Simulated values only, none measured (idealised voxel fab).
Process module heading - voxel released beams
Pictured: cross-section cut, 250 nm wide, on a grid of 5 nm square cells.
When this document writes out a cross-section, it uses a grid of square cells and lists it as bands, beginning at the top and moving down, with a band standing for one or more rows of cells. Quick guide to a band line: top height, bottom height (nm) up front; then every material left to right with its width in nm. Only one material and it's marked "everywhere"? Then it fills the band edge to edge. And "air" just means empty space. Convention: height 0 is the level below which the wafer, as received, is all one material. The lowest band does not terminate at the bottom but continues downward, represented as "from 0 down". Width spec "30 to 40" -> top row of cells at first value, bottom row at second value, equal per-row change in between. "nothing got changed" -> step changed no cross-section cell. Listed in "Closed voids list": every empty space of 8 or more cells without an open way to the top. Form: width x height at distance, the distance being from the left edge, all in nm. Post-settings text on a step line: simulator's own remark regarding the step. Each step line may optionally specify "overlay nm", which for a step with a mask gives the rightward distance between the mask's planned place and where it lay, a negative value indicating the leftward direction.

## Set out below are the planned steps of the process
step 1: RECEIVE (material Si)
step 2: CONFORMAL_DEP (material SiN; thk nm 10)
step 3: DIRECTIONAL_DEP (material SiO2; thk nm 10)
step 4: PATTERN (tone open; mask id ANCHOR; material resist; width nm 25; thk nm 15; overlay nm 0)
step 5: DIRECTIONAL_ETCH (etch materials SiO2; depth nm 10)
step 6: STRIP (etch materials resist)
step 7: CONFORMAL_DEP (material polySi; thk nm 10)
step 8: PATTERN (tone cover; mask id BEAM; material resist; width nm 100; thk nm 20; overlay nm 0)
step 9: DIRECTIONAL_ETCH (etch materials polySi; depth nm 10)
step 10: STRIP (etch materials resist)
step 11: STRIP (etch materials SiO2)

## Account of the first of two wafers, which was processed as intended

## As-received wafer cross-section (after step 1)
from 0 down  Si everywhere
Closed voids list: none

## Take a look at the wafer's cross-section after step 2
from 10 to 0  SiN everywhere
Beneath the level 0, the cross-section is identical to its previous state.

## Take a look at the wafer's cross-section after step 3
from 20 to 10  SiO2 everywhere
Beneath the level 10, the cross-section is identical to its previous state.

## Take a look at the wafer's cross-section after step 4
from 35 to 20  75 nm resist, 25 nm air, 150 nm resist
Beneath the level 20, the cross-section is identical to its previous state.

## Take a look at the wafer's cross-section after step 5
from 35 to 20  75 nm resist, 25 nm air, 150 nm resist
from 20 to 10  75 nm SiO2, 25 nm air, 150 nm SiO2
Beneath the level 10, the cross-section is identical to its previous state.

## Take a look at the wafer's cross-section after step 6
from 20 to 10  75 nm SiO2, 25 nm air, 150 nm SiO2
Beneath the level 10, the cross-section is identical to its previous state.

## Take a look at the wafer's cross-section after step 7
from 30 to 20  85 nm polySi, 5 nm air, 160 nm polySi
from 20 to 10  75 nm SiO2, 25 nm polySi, 150 nm SiO2
Beneath the level 10, the cross-section is identical to its previous state.

## Take a look at the wafer's cross-section after step 8
from 50 to 30  70 nm air, 100 nm resist, 80 nm air
from 30 to 20  85 nm polySi, 5 nm resist, 160 nm polySi
Beneath the level 20, the cross-section is identical to its previous state.

## Take a look at the wafer's cross-section after step 9
from 50 to 30  70 nm air, 100 nm resist, 80 nm air
from 30 to 20  70 nm air, 15 nm polySi, 5 nm resist, 80 nm polySi, 80 nm air
Beneath the level 20, the cross-section is identical to its previous state.

## Take a look at the wafer's cross-section after step 10
from 30 to 20  70 nm air, 15 nm polySi, 5 nm air, 80 nm polySi, 80 nm air
Beneath the level 20, the cross-section is identical to its previous state.

## Take a look at the wafer's cross-section after step 11
from 30 to 20  70 nm air, 15 nm polySi, 5 nm air, 80 nm polySi, 80 nm air
from 20 to 10  75 nm air, 25 nm polySi, 150 nm air
Beneath the level 10, the cross-section is identical to its previous state.

## What follows concerns the second wafer, which started out like the first and was meant to follow the very same plan; one mistake crept in when it was run, but everything up to and including step 3 is the same as for the first wafer

## Second wafer shown in cross-section at the time step 4 was slated to end
from 35 to 20  65 nm resist, 25 nm air, 160 nm resist
Beneath the level 20, the cross-section is identical to its previous state.

## Second wafer shown in cross-section at the time step 5 was slated to end
from 35 to 20  65 nm resist, 25 nm air, 160 nm resist
from 20 to 10  65 nm SiO2, 25 nm air, 160 nm SiO2
Beneath the level 10, the cross-section is identical to its previous state.

## Second wafer shown in cross-section at the time step 6 was slated to end
from 20 to 10  65 nm SiO2, 25 nm air, 160 nm SiO2
Beneath the level 10, the cross-section is identical to its previous state.

## Second wafer shown in cross-section at the time step 7 was slated to end
from 30 to 20  75 nm polySi, 5 nm air, 170 nm polySi
from 20 to 10  65 nm SiO2, 25 nm polySi, 160 nm SiO2
Beneath the level 10, the cross-section is identical to its previous state.

## Second wafer shown in cross-section at the time step 8 was slated to end
from 50 to 30  70 nm air, 100 nm resist, 80 nm air
from 30 to 20  75 nm polySi, 5 nm resist, 170 nm polySi
Beneath the level 20, the cross-section is identical to its previous state.

## Second wafer shown in cross-section at the time step 9 was slated to end
from 50 to 30  70 nm air, 100 nm resist, 80 nm air
from 30 to 20  70 nm air, 5 nm polySi, 5 nm resist, 90 nm polySi, 80 nm air
Beneath the level 20, the cross-section is identical to its previous state.

## Second wafer shown in cross-section at the time step 10 was slated to end
from 30 to 20  70 nm air, 5 nm polySi, 5 nm air, 90 nm polySi, 80 nm air
Beneath the level 20, the cross-section is identical to its previous state.

## Second wafer shown in cross-section at the time step 11 was slated to end
from 30 to 20  70 nm air, 5 nm polySi, 5 nm air, 90 nm polySi, 80 nm air
from 20 to 10  65 nm air, 25 nm polySi, 160 nm air
Beneath the level 10, the cross-section is identical to its previous state.
Processing error: step 4 ran with different settings than intended, the actual operation and settings being PATTERN (tone open; mask id ANCHOR; material resist; width nm 25; thk nm 15; overlay nm -10)
Both wafers, final: cells per material equal; arrangement not.
